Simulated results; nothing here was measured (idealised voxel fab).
Process module heading - voxel self aligned contacts
Displayed cross-section: cut, width of 215 nm, square cells sized 5 nm.
For the purposes of this document, a cross-section shall be understood as a grid of square cells, specified as bands listed in top-to-bottom order, each band consisting of one or more rows of cells. First you get the band's top height and its bottom height, in nm, and then the materials it's made of, left to right, with each width in nm. If you see a single material with "throughout", that one covers the band edge to edge. "blank" is empty space. A quick word on heights: they are counted from 0, and under that level the wafer as it came to us is one material throughout. The lowest band is different from the rest in having no bottom; it simply continues downward, written as in "top 0, no bottom". Width "30 to 40": first value at the band's top row of cells, second value at its bottom row, equal change from row to row. "all unchanged" means the step left every cell of the cross-section as it was. For the entry "Internal closed voids", the listed items are empty spaces with no open way to the top whose size is 8 cells or more; each item follows the pattern width x height at distance, where distance is from the left edge and all three are in nm. That trailing text on a step's line, after the settings, is the simulator's own remark on the step. The "overlay nm" setting may appear on a step's line; for a step that uses a mask, it gives how far to the right of its planned position the mask lay, and a negative value indicates the left. Structure of the following material. The material consists of pairs of cross-sections. Each pair comprises the cross-section before one process step and the cross-section after that step, the latter shown only down to the lowest band that changed. The step between the cross-sections is specified beneath each pair, including its settings. Pairs are not necessarily consecutive: they may derive from different runs of this module performed on the same starting wafer. Continuity with the pair above is to be assumed only where the entry headed "Preceding state" of the pair in question states it.

[Preceding state]
top 0, no bottom | Si throughout
Internal closed voids: none

[Resulting Cross-Section]
top 0, bottom -5 | SiO2 throughout
Under -5: no change, same as before.
Internal closed voids: none
Connecting step for the cross-sections above: OXIDIZE [depth nm 5]

Preceding state: nothing new to draw here, it's the after view of the pair just above.

[Resulting Cross-Section]
top 20, bottom 0 | polySi throughout
Under 0: no change, same as before.
Internal closed voids: none
Connecting step for the cross-sections above: DIRECTIONAL_DEP [material polySi] [thk nm 20]

Preceding state: nothing new to draw here, it's the after view of the pair just above.

[Resulting Cross-Section]
top 40, bottom 20 | SiN throughout
Under 20: no change, same as before.
Internal closed voids: none
Connecting step for the cross-sections above: DIRECTIONAL_DEP [material SiN] [thk nm 20]

Preceding state: nothing new to draw here, it's the after view of the pair just above.

[Resulting Cross-Section]
top 60, bottom 40 | blank 35 nm, resist 25 nm, blank 35 nm, resist 25 nm, blank 35 nm, resist 25 nm, blank 35 nm
Under 40: no change, same as before.
Internal closed voids: none
Connecting step for the cross-sections above: PATTERN [tone cover] [mask id GATE] [material resist] [width nm 25] [pitch nm 60] [thk nm 20] [overlay nm 0]

Preceding state: nothing new to draw here, it's the after view of the pair just above.

[Resulting Cross-Section]
top 60, bottom 40 | blank 35 nm, resist 25 nm, blank 35 nm, resist 25 nm, blank 35 nm, resist 25 nm, blank 35 nm
top 40, bottom 20 | blank 35 nm, SiN 25 nm, blank 35 nm, SiN 25 nm, blank 35 nm, SiN 25 nm, blank 35 nm
Under 20: no change, same as before.
Internal closed voids: none
Connecting step for the cross-sections above: DIRECTIONAL_ETCH [etch materials SiN] [depth nm 20]

Preceding state: nothing new to draw here, it's the after view of the pair just above.

[Resulting Cross-Section]
top 60, bottom 40 | blank 35 nm, resist 25 nm, blank 35 nm, resist 25 nm, blank 35 nm, resist 25 nm, blank 35 nm
top 40, bottom 20 | blank 35 nm, SiN 25 nm, blank 35 nm, SiN 25 nm, blank 35 nm, SiN 25 nm, blank 35 nm
top 20, bottom 0 | blank 35 nm, polySi 25 nm, blank 35 nm, polySi 25 nm, blank 35 nm, polySi 25 nm, blank 35 nm
Under 0: no change, same as before.
Internal closed voids: none
Connecting step for the cross-sections above: DIRECTIONAL_ETCH [etch materials polySi] [depth nm 20]

Preceding state: nothing new to draw here, it's the after view of the pair just above.

[Resulting Cross-Section]
top 40, bottom 20 | blank 35 nm, SiN 25 nm, blank 35 nm, SiN 25 nm, blank 35 nm, SiN 25 nm, blank 35 nm
Under 20: no change, same as before.
Internal closed voids: none
Connecting step for the cross-sections above: STRIP [etch materials resist]

Preceding state: nothing new to draw here, it's the after view of the pair just above.

[Resulting Cross-Section]
top 50, bottom 20 | blank 25 nm, SiN 45 nm, blank 15 nm, SiN 45 nm, blank 15 nm, SiN 45 nm, blank 25 nm
top 20, bottom 10 | blank 25 nm, SiN 10 nm, polySi 25 nm, SiN 10 nm, blank 15 nm, SiN 10 nm, polySi 25 nm, SiN 10 nm, blank 15 nm, SiN 10 nm, polySi 25 nm, SiN 10 nm, blank 25 nm
top 10, bottom 0 | SiN 35 nm, polySi 25 nm, SiN 35 nm, polySi 25 nm, SiN 35 nm, polySi 25 nm, SiN 35 nm
Under 0: no change, same as before.
Internal closed voids: none
Connecting step for the cross-sections above: CONFORMAL_DEP [material SiN] [thk nm 10]

Preceding state: nothing new to draw here, it's the after view of the pair just above.

[Resulting Cross-Section]
top 40, bottom 20 | blank 25 nm, SiN 45 nm, blank 15 nm, SiN 45 nm, blank 15 nm, SiN 45 nm, blank 25 nm
top 20, bottom 0 | blank 25 nm, SiN 10 nm, polySi 25 nm, SiN 10 nm, blank 15 nm, SiN 10 nm, polySi 25 nm, SiN 10 nm, blank 15 nm, SiN 10 nm, polySi 25 nm, SiN 10 nm, blank 25 nm
Under 0: no change, same as before.
Internal closed voids: none
Connecting step for the cross-sections above: DIRECTIONAL_ETCH [etch materials SiN] [depth nm 10]

Preceding state: nothing new to draw here, it's the after view of the pair just above.

[Resulting Cross-Section]
top 55, bottom 40 | SiO2 throughout
top 40, bottom 20 | SiO2 25 nm, SiN 45 nm, SiO2 15 nm, SiN 45 nm, SiO2 15 nm, SiN 45 nm, SiO2 25 nm
top 20, bottom 0 | SiO2 25 nm, SiN 10 nm, polySi 25 nm, SiN 10 nm, SiO2 15 nm, SiN 10 nm, polySi 25 nm, SiN 10 nm, SiO2 15 nm, SiN 10 nm, polySi 25 nm, SiN 10 nm, SiO2 25 nm
Under 0: no change, same as before.
Internal closed voids: none
Connecting step for the cross-sections above: FILL_DEP [material SiO2] [thk nm 15]

Preceding state: nothing new to draw here, it's the after view of the pair just above.

[Resulting Cross-Section]
top 45, bottom 40 | SiO2 throughout
Under 40: no change, same as before.
Internal closed voids: none
Connecting step for the cross-sections above: CMP [height nm 45]

Preceding state: nothing new to draw here, it's the after view of the pair just above.

[Resulting Cross-Section]
top 60, bottom 45 | aC throughout
Under 45: no change, same as before.
Internal closed voids: none
Connecting step for the cross-sections above: DIRECTIONAL_DEP [material aC] [thk nm 15]

Preceding state: nothing new to draw here, it's the after view of the pair just above.

[Resulting Cross-Section]
top 95, bottom 60 | resist 55 nm, blank 45 nm, resist 15 nm, blank 45 nm, resist 55 nm
Under 60: no change, same as before.
Internal closed voids: none
Connecting step for the cross-sections above: PATTERN [tone open] [mask id CONTACT] [material resist] [width nm 45] [pitch nm 60] [thk nm 35] [overlay nm 0]

Preceding state: nothing new to draw here, it's the after view of the pair just above.

[Resulting Cross-Section]
top 80, bottom 60 | resist 55 nm, blank 45 nm, resist 15 nm, blank 45 nm, resist 55 nm
top 60, bottom 45 | aC 55 nm, blank 45 nm, aC 15 nm, blank 45 nm, aC 55 nm
Under 45: no change, same as before.
Internal closed voids: none
Connecting step for the cross-sections above: DIRECTIONAL_ETCH [etch materials aC] [depth nm 15]

Preceding state: nothing new to draw here, it's the after view of the pair just above.

[Resulting Cross-Section]
top 60, bottom 45 | aC 55 nm, blank 45 nm, aC 15 nm, blank 45 nm, aC 55 nm
Under 45: no change, same as before.
Internal closed voids: none
Connecting step for the cross-sections above: STRIP [etch materials resist]

Preceding state: nothing new to draw here, it's the after view of the pair just above.

[Resulting Cross-Section]
top 60, bottom 45 | aC 55 nm, blank 45 nm, aC 15 nm, blank 45 nm, aC 55 nm
top 45, bottom 40 | SiO2 55 nm, blank 45 nm, SiO2 15 nm, blank 45 nm, SiO2 55 nm
top 40, bottom 20 | SiO2 25 nm, SiN 45 nm, blank 15 nm, SiN 45 nm, blank 15 nm, SiN 45 nm, SiO2 25 nm
top 20, bottom 0 | SiO2 25 nm, SiN 10 nm, polySi 25 nm, SiN 10 nm, blank 15 nm, SiN 10 nm, polySi 25 nm, SiN 10 nm, blank 15 nm, SiN 10 nm, polySi 25 nm, SiN 10 nm, SiO2 25 nm
top 0, bottom -5 | SiO2 70 nm, blank 15 nm, SiO2 45 nm, blank 15 nm, SiO2 70 nm
Under -5: no change, same as before.
Internal closed voids: none
Connecting step for the cross-sections above: DIRECTIONAL_ETCH [etch materials SiO2] [depth nm 50]

Preceding state: nothing new to draw here, it's the after view of the pair just above.

[Resulting Cross-Section]
top 45, bottom 40 | SiO2 55 nm, blank 45 nm, SiO2 15 nm, blank 45 nm, SiO2 55 nm
Under 40: no change, same as before.
Internal closed voids: none
Connecting step for the cross-sections above: STRIP [etch materials aC]

Preceding state: nothing new to draw here, it's the after view of the pair just above.

[Resulting Cross-Section]
top 50, bottom 45 | TiN 60 nm, blank 35 nm, TiN 25 nm, blank 35 nm, TiN 60 nm
top 45, bottom 40 | SiO2 55 nm, TiN 20 nm, blank 5 nm, TiN 20 nm, SiO2 15 nm, TiN 20 nm, blank 5 nm, TiN 20 nm, SiO2 55 nm
top 40, bottom 20 | SiO2 25 nm, SiN 45 nm, TiN 5 nm, blank 5 nm, TiN 5 nm, SiN 45 nm, TiN 5 nm, blank 5 nm, TiN 5 nm, SiN 45 nm, SiO2 25 nm
top 20, bottom 0 | SiO2 25 nm, SiN 10 nm, polySi 25 nm, SiN 10 nm, TiN 5 nm, blank 5 nm, TiN 5 nm, SiN 10 nm, polySi 25 nm, SiN 10 nm, TiN 5 nm, blank 5 nm, TiN 5 nm, SiN 10 nm, polySi 25 nm, SiN 10 nm, SiO2 25 nm
top 0, bottom -5 | SiO2 70 nm, TiN 15 nm, SiO2 45 nm, TiN 15 nm, SiO2 70 nm
Under -5: no change, same as before.
Internal closed voids: none
Connecting step for the cross-sections above: CONFORMAL_DEP [material TiN] [thk nm 5]

Preceding state: nothing new to draw here, it's the after view of the pair just above.

[Resulting Cross-Section]
top 55, bottom 50 | W throughout
top 50, bottom 45 | TiN 60 nm, W 35 nm, TiN 25 nm, W 35 nm, TiN 60 nm
top 45, bottom 40 | SiO2 55 nm, TiN 20 nm, W 5 nm, TiN 20 nm, SiO2 15 nm, TiN 20 nm, W 5 nm, TiN 20 nm, SiO2 55 nm
top 40, bottom 20 | SiO2 25 nm, SiN 45 nm, TiN 5 nm, W 5 nm, TiN 5 nm, SiN 45 nm, TiN 5 nm, W 5 nm, TiN 5 nm, SiN 45 nm, SiO2 25 nm
top 20, bottom 0 | SiO2 25 nm, SiN 10 nm, polySi 25 nm, SiN 10 nm, TiN 5 nm, W 5 nm, TiN 5 nm, SiN 10 nm, polySi 25 nm, SiN 10 nm, TiN 5 nm, W 5 nm, TiN 5 nm, SiN 10 nm, polySi 25 nm, SiN 10 nm, SiO2 25 nm
Under 0: no change, same as before.
Internal closed voids: none
Connecting step for the cross-sections above: FILL_DEP [material W] [thk nm 5]

Preceding state: nothing new to draw here, it's the after view of the pair just above.

[Resulting Cross-Section]
top 45, bottom 40 | SiO2 55 nm, TiN 20 nm, W 5 nm, TiN 20 nm, SiO2 15 nm, TiN 20 nm, W 5 nm, TiN 20 nm, SiO2 55 nm
Under 40: no change, same as before.
Internal closed voids: none
Connecting step for the cross-sections above: CMP [height nm 45]

Preceding state: nothing new to draw here, it's the after view of the pair just above.

[Resulting Cross-Section]
top 50, bottom 45 | SiN throughout
Under 45: no change, same as before.
Internal closed voids: none
Connecting step for the cross-sections above: CONFORMAL_DEP [material SiN] [thk nm 5]

[Preceding state]
top 0, no bottom | Si throughout
Internal closed voids: none

[Resulting Cross-Section]
top 20, bottom 0 | polySi throughout
Under 0: no change, same as before.
Internal closed voids: none
Connecting step for the cross-sections above: DIRECTIONAL_DEP [material polySi] [thk nm 20]

Preceding state: nothing new to draw here, it's the after view of the pair just above.

[Resulting Cross-Section]
top 40, bottom 20 | SiN throughout
Under 20: no change, same as before.
Internal closed voids: none
Connecting step for the cross-sections above: DIRECTIONAL_DEP [material SiN] [thk nm 20]

Preceding state: nothing new to draw here, it's the after view of the pair just above.

[Resulting Cross-Section]
top 60, bottom 40 | blank 35 nm, resist 25 nm, blank 35 nm, resist 25 nm, blank 35 nm, resist 25 nm, blank 35 nm
Under 40: no change, same as before.
Internal closed voids: none
Connecting step for the cross-sections above: PATTERN [tone cover] [mask id GATE] [material resist] [width nm 25] [pitch nm 60] [thk nm 20] [overlay nm 0]

Preceding state: nothing new to draw here, it's the after view of the pair just above.

[Resulting Cross-Section]
top 60, bottom 40 | blank 35 nm, resist 25 nm, blank 35 nm, resist 25 nm, blank 35 nm, resist 25 nm, blank 35 nm
top 40, bottom 20 | blank 35 nm, SiN 25 nm, blank 35 nm, SiN 25 nm, blank 35 nm, SiN 25 nm, blank 35 nm
Under 20: no change, same as before.
Internal closed voids: none
Connecting step for the cross-sections above: DIRECTIONAL_ETCH [etch materials SiN] [depth nm 20]

Preceding state: nothing new to draw here, it's the after view of the pair just above.

[Resulting Cross-Section]
top 60, bottom 40 | blank 35 nm, resist 25 nm, blank 35 nm, resist 25 nm, blank 35 nm, resist 25 nm, blank 35 nm
top 40, bottom 20 | blank 35 nm, SiN 25 nm, blank 35 nm, SiN 25 nm, blank 35 nm, SiN 25 nm, blank 35 nm
top 20, bottom 0 | blank 35 nm, polySi 25 nm, blank 35 nm, polySi 25 nm, blank 35 nm, polySi 25 nm, blank 35 nm
Under 0: no change, same as before.
Internal closed voids: none
Connecting step for the cross-sections above: DIRECTIONAL_ETCH [etch materials polySi] [depth nm 20]

Preceding state: nothing new to draw here, it's the after view of the pair just above.

[Resulting Cross-Section]
top 40, bottom 20 | blank 35 nm, SiN 25 nm, blank 35 nm, SiN 25 nm, blank 35 nm, SiN 25 nm, blank 35 nm
Under 20: no change, same as before.
Internal closed voids: none
Connecting step for the cross-sections above: STRIP [etch materials resist]

Preceding state: nothing new to draw here, it's the after view of the pair just above.

[Resulting Cross-Section]
top 50, bottom 20 | blank 25 nm, SiN 45 nm, blank 15 nm, SiN 45 nm, blank 15 nm, SiN 45 nm, blank 25 nm
top 20, bottom 10 | blank 25 nm, SiN 10 nm, polySi 25 nm, SiN 10 nm, blank 15 nm, SiN 10 nm, polySi 25 nm, SiN 10 nm, blank 15 nm, SiN 10 nm, polySi 25 nm, SiN 10 nm, blank 25 nm
top 10, bottom 0 | SiN 35 nm, polySi 25 nm, SiN 35 nm, polySi 25 nm, SiN 35 nm, polySi 25 nm, SiN 35 nm
Under 0: no change, same as before.
Internal closed voids: none
Connecting step for the cross-sections above: CONFORMAL_DEP [material SiN] [thk nm 10]

Preceding state: nothing new to draw here, it's the after view of the pair just above.

[Resulting Cross-Section]
top 40, bottom 20 | blank 25 nm, SiN 45 nm, blank 15 nm, SiN 45 nm, blank 15 nm, SiN 45 nm, blank 25 nm
top 20, bottom 0 | blank 25 nm, SiN 10 nm, polySi 25 nm, SiN 10 nm, blank 15 nm, SiN 10 nm, polySi 25 nm, SiN 10 nm, blank 15 nm, SiN 10 nm, polySi 25 nm, SiN 10 nm, blank 25 nm
Under 0: no change, same as before.
Internal closed voids: none
Connecting step for the cross-sections above: DIRECTIONAL_ETCH [etch materials SiN] [depth nm 10]

Preceding state: nothing new to draw here, it's the after view of the pair just above.

[Resulting Cross-Section]
top 55, bottom 40 | SiO2 throughout
top 40, bottom 20 | SiO2 25 nm, SiN 45 nm, SiO2 15 nm, SiN 45 nm, SiO2 15 nm, SiN 45 nm, SiO2 25 nm
top 20, bottom 0 | SiO2 25 nm, SiN 10 nm, polySi 25 nm, SiN 10 nm, SiO2 15 nm, SiN 10 nm, polySi 25 nm, SiN 10 nm, SiO2 15 nm, SiN 10 nm, polySi 25 nm, SiN 10 nm, SiO2 25 nm
Under 0: no change, same as before.
Internal closed voids: none
Connecting step for the cross-sections above: FILL_DEP [material SiO2] [thk nm 15]

Preceding state: nothing new to draw here, it's the after view of the pair just above.

[Resulting Cross-Section]
top 45, bottom 40 | SiO2 throughout
Under 40: no change, same as before.
Internal closed voids: none
Connecting step for the cross-sections above: CMP [height nm 45]

Preceding state: nothing new to draw here, it's the after view of the pair just above.

[Resulting Cross-Section]
top 60, bottom 45 | aC throughout
Under 45: no change, same as before.
Internal closed voids: none
Connecting step for the cross-sections above: DIRECTIONAL_DEP [material aC] [thk nm 15]

Preceding state: nothing new to draw here, it's the after view of the pair just above.

[Resulting Cross-Section]
top 95, bottom 60 | resist 55 nm, blank 45 nm, resist 15 nm, blank 45 nm, resist 55 nm
Under 60: no change, same as before.
Internal closed voids: none
Connecting step for the cross-sections above: PATTERN [tone open] [mask id CONTACT] [material resist] [width nm 45] [pitch nm 60] [thk nm 35] [overlay nm 0]

Preceding state: nothing new to draw here, it's the after view of the pair just above.

[Resulting Cross-Section]
top 80, bottom 60 | resist 55 nm, blank 45 nm, resist 15 nm, blank 45 nm, resist 55 nm
top 60, bottom 45 | aC 55 nm, blank 45 nm, aC 15 nm, blank 45 nm, aC 55 nm
Under 45: no change, same as before.
Internal closed voids: none
Connecting step for the cross-sections above: DIRECTIONAL_ETCH [etch materials aC] [depth nm 15]

Preceding state: nothing new to draw here, it's the after view of the pair just above.

[Resulting Cross-Section]
top 60, bottom 45 | aC 55 nm, blank 45 nm, aC 15 nm, blank 45 nm, aC 55 nm
Under 45: no change, same as before.
Internal closed voids: none
Connecting step for the cross-sections above: STRIP [etch materials resist]

Preceding state: nothing new to draw here, it's the after view of the pair just above.

[Resulting Cross-Section]
top 60, bottom 45 | aC 55 nm, blank 45 nm, aC 15 nm, blank 45 nm, aC 55 nm
top 45, bottom 40 | SiO2 55 nm, blank 45 nm, SiO2 15 nm, blank 45 nm, SiO2 55 nm
top 40, bottom 20 | SiO2 25 nm, SiN 45 nm, blank 15 nm, SiN 45 nm, blank 15 nm, SiN 45 nm, SiO2 25 nm
top 20, bottom 0 | SiO2 25 nm, SiN 10 nm, polySi 25 nm, SiN 10 nm, blank 15 nm, SiN 10 nm, polySi 25 nm, SiN 10 nm, blank 15 nm, SiN 10 nm, polySi 25 nm, SiN 10 nm, SiO2 25 nm
Under 0: no change, same as before.
Internal closed voids: none
Connecting step for the cross-sections above: DIRECTIONAL_ETCH [etch materials SiO2] [depth nm 50]

Preceding state: nothing new to draw here, it's the after view of the pair just above.

[Resulting Cross-Section]
top 45, bottom 40 | SiO2 55 nm, blank 45 nm, SiO2 15 nm, blank 45 nm, SiO2 55 nm
Under 40: no change, same as before.
Internal closed voids: none
Connecting step for the cross-sections above: STRIP [etch materials aC]

Preceding state: nothing new to draw here, it's the after view of the pair just above.

[Resulting Cross-Section]
top 50, bottom 45 | TiN 60 nm, blank 35 nm, TiN 25 nm, blank 35 nm, TiN 60 nm
top 45, bottom 40 | SiO2 55 nm, TiN 20 nm, blank 5 nm, TiN 20 nm, SiO2 15 nm, TiN 20 nm, blank 5 nm, TiN 20 nm, SiO2 55 nm
top 40, bottom 20 | SiO2 25 nm, SiN 45 nm, TiN 5 nm, blank 5 nm, TiN 5 nm, SiN 45 nm, TiN 5 nm, blank 5 nm, TiN 5 nm, SiN 45 nm, SiO2 25 nm
top 20, bottom 5 | SiO2 25 nm, SiN 10 nm, polySi 25 nm, SiN 10 nm, TiN 5 nm, blank 5 nm, TiN 5 nm, SiN 10 nm, polySi 25 nm, SiN 10 nm, TiN 5 nm, blank 5 nm, TiN 5 nm, SiN 10 nm, polySi 25 nm, SiN 10 nm, SiO2 25 nm
top 5, bottom 0 | SiO2 25 nm, SiN 10 nm, polySi 25 nm, SiN 10 nm, TiN 15 nm, SiN 10 nm, polySi 25 nm, SiN 10 nm, TiN 15 nm, SiN 10 nm, polySi 25 nm, SiN 10 nm, SiO2 25 nm
Under 0: no change, same as before.
Internal closed voids: none
Connecting step for the cross-sections above: CONFORMAL_DEP [material TiN] [thk nm 5]

Preceding state: nothing new to draw here, it's the after view of the pair just above.

[Resulting Cross-Section]
top 55, bottom 50 | W throughout
top 50, bottom 45 | TiN 60 nm, W 35 nm, TiN 25 nm, W 35 nm, TiN 60 nm
top 45, bottom 40 | SiO2 55 nm, TiN 20 nm, W 5 nm, TiN 20 nm, SiO2 15 nm, TiN 20 nm, W 5 nm, TiN 20 nm, SiO2 55 nm
top 40, bottom 20 | SiO2 25 nm, SiN 45 nm, TiN 5 nm, W 5 nm, TiN 5 nm, SiN 45 nm, TiN 5 nm, W 5 nm, TiN 5 nm, SiN 45 nm, SiO2 25 nm
top 20, bottom 5 | SiO2 25 nm, SiN 10 nm, polySi 25 nm, SiN 10 nm, TiN 5 nm, W 5 nm, TiN 5 nm, SiN 10 nm, polySi 25 nm, SiN 10 nm, TiN 5 nm, W 5 nm, TiN 5 nm, SiN 10 nm, polySi 25 nm, SiN 10 nm, SiO2 25 nm
Under 5: no change, same as before.
Internal closed voids: none
Connecting step for the cross-sections above: FILL_DEP [material W] [thk nm 5]

Preceding state: nothing new to draw here, it's the after view of the pair just above.

[Resulting Cross-Section]
top 45, bottom 40 | SiO2 55 nm, TiN 20 nm, W 5 nm, TiN 20 nm, SiO2 15 nm, TiN 20 nm, W 5 nm, TiN 20 nm, SiO2 55 nm
Under 40: no change, same as before.
Internal closed voids: none
Connecting step for the cross-sections above: CMP [height nm 45]

Preceding state: nothing new to draw here, it's the after view of the pair just above.

[Resulting Cross-Section]
top 50, bottom 45 | SiN throughout
Under 45: no change, same as before.
Internal closed voids: none
Connecting step for the cross-sections above: CONFORMAL_DEP [material SiN] [thk nm 5]

[Preceding state]
top 40, bottom 20 | SiN throughout
top 20, bottom 0 | polySi throughout
top 0, bottom -5 | SiO2 throughout
top -5, no bottom | Si throughout
Internal closed voids: none

[Resulting Cross-Section]
top 60, bottom 20 | SiN throughout
Under 20: no change, same as before.
Internal closed voids: none
Connecting step for the cross-sections above: DIRECTIONAL_DEP [material SiN] [thk nm 20]

Preceding state: nothing new to draw here, it's the after view of the pair just above.

[Resulting Cross-Section]
top 80, bottom 60 | blank 35 nm, resist 25 nm, blank 35 nm, resist 25 nm, blank 35 nm, resist 25 nm, blank 35 nm
Under 60: no change, same as before.
Internal closed voids: none
Connecting step for the cross-sections above: PATTERN [tone cover] [mask id GATE] [material resist] [width nm 25] [pitch nm 60] [thk nm 20] [overlay nm 0]

Preceding state: nothing new to draw here, it's the after view of the pair just above.

[Resulting Cross-Section]
top 80, bottom 60 | blank 35 nm, resist 25 nm, blank 35 nm, resist 25 nm, blank 35 nm, resist 25 nm, blank 35 nm
top 60, bottom 40 | blank 35 nm, SiN 25 nm, blank 35 nm, SiN 25 nm, blank 35 nm, SiN 25 nm, blank 35 nm
Under 40: no change, same as before.
Internal closed voids: none
Connecting step for the cross-sections above: DIRECTIONAL_ETCH [etch materials SiN] [depth nm 20]

Preceding state: nothing new to draw here, it's the after view of the pair just above.

[Resulting Cross-Section]
top 60, bottom 40 | blank 35 nm, SiN 25 nm, blank 35 nm, SiN 25 nm, blank 35 nm, SiN 25 nm, blank 35 nm
Under 40: no change, same as before.
Internal closed voids: none
Connecting step for the cross-sections above: STRIP [etch materials resist]

Preceding state: nothing new to draw here, it's the after view of the pair just above.

[Resulting Cross-Section]
top 70, bottom 50 | blank 25 nm, SiN 45 nm, blank 15 nm, SiN 45 nm, blank 15 nm, SiN 45 nm, blank 25 nm
top 50, bottom 20 | SiN throughout
Under 20: no change, same as before.
Internal closed voids: none
Connecting step for the cross-sections above: CONFORMAL_DEP [material SiN] [thk nm 10]

Preceding state: nothing new to draw here, it's the after view of the pair just above.

[Resulting Cross-Section]
top 60, bottom 40 | blank 25 nm, SiN 45 nm, blank 15 nm, SiN 45 nm, blank 15 nm, SiN 45 nm, blank 25 nm
Under 40: no change, same as before.
Internal closed voids: none
Connecting step for the cross-sections above: DIRECTIONAL_ETCH [etch materials SiN] [depth nm 10]

Preceding state: nothing new to draw here, it's the after view of the pair just above.

[Resulting Cross-Section]
top 75, bottom 60 | SiO2 throughout
top 60, bottom 40 | SiO2 25 nm, SiN 45 nm, SiO2 15 nm, SiN 45 nm, SiO2 15 nm, SiN 45 nm, SiO2 25 nm
Under 40: no change, same as before.
Internal closed voids: none
Connecting step for the cross-sections above: FILL_DEP [material SiO2] [thk nm 15]

Preceding state: nothing new to draw here, it's the after view of the pair just above.

[Resulting Cross-Section]
top 45, bottom 40 | SiO2 25 nm, SiN 45 nm, SiO2 15 nm, SiN 45 nm, SiO2 15 nm, SiN 45 nm, SiO2 25 nm
Under 40: no change, same as before.
Internal closed voids: none
Connecting step for the cross-sections above: CMP [height nm 45]

Preceding state: nothing new to draw here, it's the after view of the pair just above.

[Resulting Cross-Section]
top 60, bottom 45 | aC throughout
Under 45: no change, same as before.
Internal closed voids: none
Connecting step for the cross-sections above: DIRECTIONAL_DEP [material aC] [thk nm 15]

Preceding state: nothing new to draw here, it's the after view of the pair just above.

[Resulting Cross-Section]
top 95, bottom 60 | resist 55 nm, blank 45 nm, resist 15 nm, blank 45 nm, resist 55 nm
Under 60: no change, same as before.
Internal closed voids: none
Connecting step for the cross-sections above: PATTERN [tone open] [mask id CONTACT] [material resist] [width nm 45] [pitch nm 60] [thk nm 35] [overlay nm 0]

Preceding state: nothing new to draw here, it's the after view of the pair just above.

[Resulting Cross-Section]
top 80, bottom 60 | resist 55 nm, blank 45 nm, resist 15 nm, blank 45 nm, resist 55 nm
top 60, bottom 45 | aC 55 nm, blank 45 nm, aC 15 nm, blank 45 nm, aC 55 nm
Under 45: no change, same as before.
Internal closed voids: none
Connecting step for the cross-sections above: DIRECTIONAL_ETCH [etch materials aC] [depth nm 15]

Preceding state: nothing new to draw here, it's the after view of the pair just above.

[Resulting Cross-Section]
top 60, bottom 45 | aC 55 nm, blank 45 nm, aC 15 nm, blank 45 nm, aC 55 nm
Under 45: no change, same as before.
Internal closed voids: none
Connecting step for the cross-sections above: STRIP [etch materials resist]

Preceding state: nothing new to draw here, it's the after view of the pair just above.

[Resulting Cross-Section]
top 60, bottom 45 | aC 55 nm, blank 45 nm, aC 15 nm, blank 45 nm, aC 55 nm
top 45, bottom 40 | SiO2 25 nm, SiN 45 nm, blank 15 nm, SiN 45 nm, blank 15 nm, SiN 45 nm, SiO2 25 nm
Under 40: no change, same as before.
Internal closed voids: none
Connecting step for the cross-sections above: DIRECTIONAL_ETCH [etch materials SiO2] [depth nm 50]

Preceding state: nothing new to draw here, it's the after view of the pair just above.

[Resulting Cross-Section]
top 45, bottom 40 | SiO2 25 nm, SiN 45 nm, blank 15 nm, SiN 45 nm, blank 15 nm, SiN 45 nm, SiO2 25 nm
Under 40: no change, same as before.
Internal closed voids: none
Connecting step for the cross-sections above: STRIP [etch materials aC]

Preceding state: nothing new to draw here, it's the after view of the pair just above.

[Resulting Cross-Section]
top 50, bottom 45 | TiN 75 nm, blank 5 nm, TiN 55 nm, blank 5 nm, TiN 75 nm
top 45, bottom 40 | SiO2 25 nm, SiN 45 nm, TiN 15 nm, SiN 45 nm, TiN 15 nm, SiN 45 nm, SiO2 25 nm
Under 40: no change, same as before.
Internal closed voids: none
Connecting step for the cross-sections above: CONFORMAL_DEP [material TiN] [thk nm 5]

Preceding state: nothing new to draw here, it's the after view of the pair just above.

[Resulting Cross-Section]
top 55, bottom 50 | W throughout
top 50, bottom 45 | TiN 75 nm, W 5 nm, TiN 55 nm, W 5 nm, TiN 75 nm
Under 45: no change, same as before.
Internal closed voids: none
Connecting step for the cross-sections above: FILL_DEP [material W] [thk nm 5]

Preceding state: nothing new to draw here, it's the after view of the pair just above.

[Resulting Cross-Section]
top 45, bottom 40 | SiO2 25 nm, SiN 45 nm, TiN 15 nm, SiN 45 nm, TiN 15 nm, SiN 45 nm, SiO2 25 nm
Under 40: no change, same as before.
Internal closed voids: none
Connecting step for the cross-sections above: CMP [height nm 45]

Preceding state: nothing new to draw here, it's the after view of the pair just above.

[Resulting Cross-Section]
top 50, bottom 45 | SiN throughout
Under 45: no change, same as before.
Internal closed voids: none
Connecting step for the cross-sections above: CONFORMAL_DEP [material SiN] [thk nm 5]

[Preceding state]
top 40, bottom 20 | blank 35 nm, SiN 25 nm, blank 35 nm, SiN 25 nm, blank 35 nm, SiN 25 nm, blank 35 nm
top 20, bottom 0 | blank 35 nm, polySi 25 nm, blank 35 nm, polySi 25 nm, blank 35 nm, polySi 25 nm, blank 35 nm
top 0, bottom -5 | SiO2 throughout
top -5, no bottom | Si throughout
Internal closed voids: none

[Resulting Cross-Section]
top 30, bottom 20 | blank 35 nm, SiN 25 nm, blank 35 nm, SiN 25 nm, blank 35 nm, SiN 25 nm, blank 35 nm
Under 20: no change, same as before.
Internal closed voids: none
Connecting step for the cross-sections above: DIRECTIONAL_ETCH [etch materials SiN] [depth nm 10]

Preceding state: nothing new to draw here, it's the after view of the pair just above.

[Resulting Cross-Section]
top 40, bottom 20 | blank 25 nm, SiN 45 nm, blank 15 nm, SiN 45 nm, blank 15 nm, SiN 45 nm, blank 25 nm
top 20, bottom 10 | blank 25 nm, SiN 10 nm, polySi 25 nm, SiN 10 nm, blank 15 nm, SiN 10 nm, polySi 25 nm, SiN 10 nm, blank 15 nm, SiN 10 nm, polySi 25 nm, SiN 10 nm, blank 25 nm
top 10, bottom 0 | SiN 35 nm, polySi 25 nm, SiN 35 nm, polySi 25 nm, SiN 35 nm, polySi 25 nm, SiN 35 nm
Under 0: no change, same as before.
Internal closed voids: none
Connecting step for the cross-sections above: CONFORMAL_DEP [material SiN] [thk nm 10]

Preceding state: nothing new to draw here, it's the after view of the pair just above.

[Resulting Cross-Section]
top 55, bottom 40 | SiO2 throughout
top 40, bottom 20 | SiO2 25 nm, SiN 45 nm, SiO2 15 nm, SiN 45 nm, SiO2 15 nm, SiN 45 nm, SiO2 25 nm
top 20, bottom 10 | SiO2 25 nm, SiN 10 nm, polySi 25 nm, SiN 10 nm, SiO2 15 nm, SiN 10 nm, polySi 25 nm, SiN 10 nm, SiO2 15 nm, SiN 10 nm, polySi 25 nm, SiN 10 nm, SiO2 25 nm
Under 10: no change, same as before.
Internal closed voids: none
Connecting step for the cross-sections above: FILL_DEP [material SiO2] [thk nm 15]

Preceding state: nothing new to draw here, it's the after view of the pair just above.

[Resulting Cross-Section]
top 45, bottom 40 | SiO2 throughout
Under 40: no change, same as before.
Internal closed voids: none
Connecting step for the cross-sections above: CMP [height nm 45]
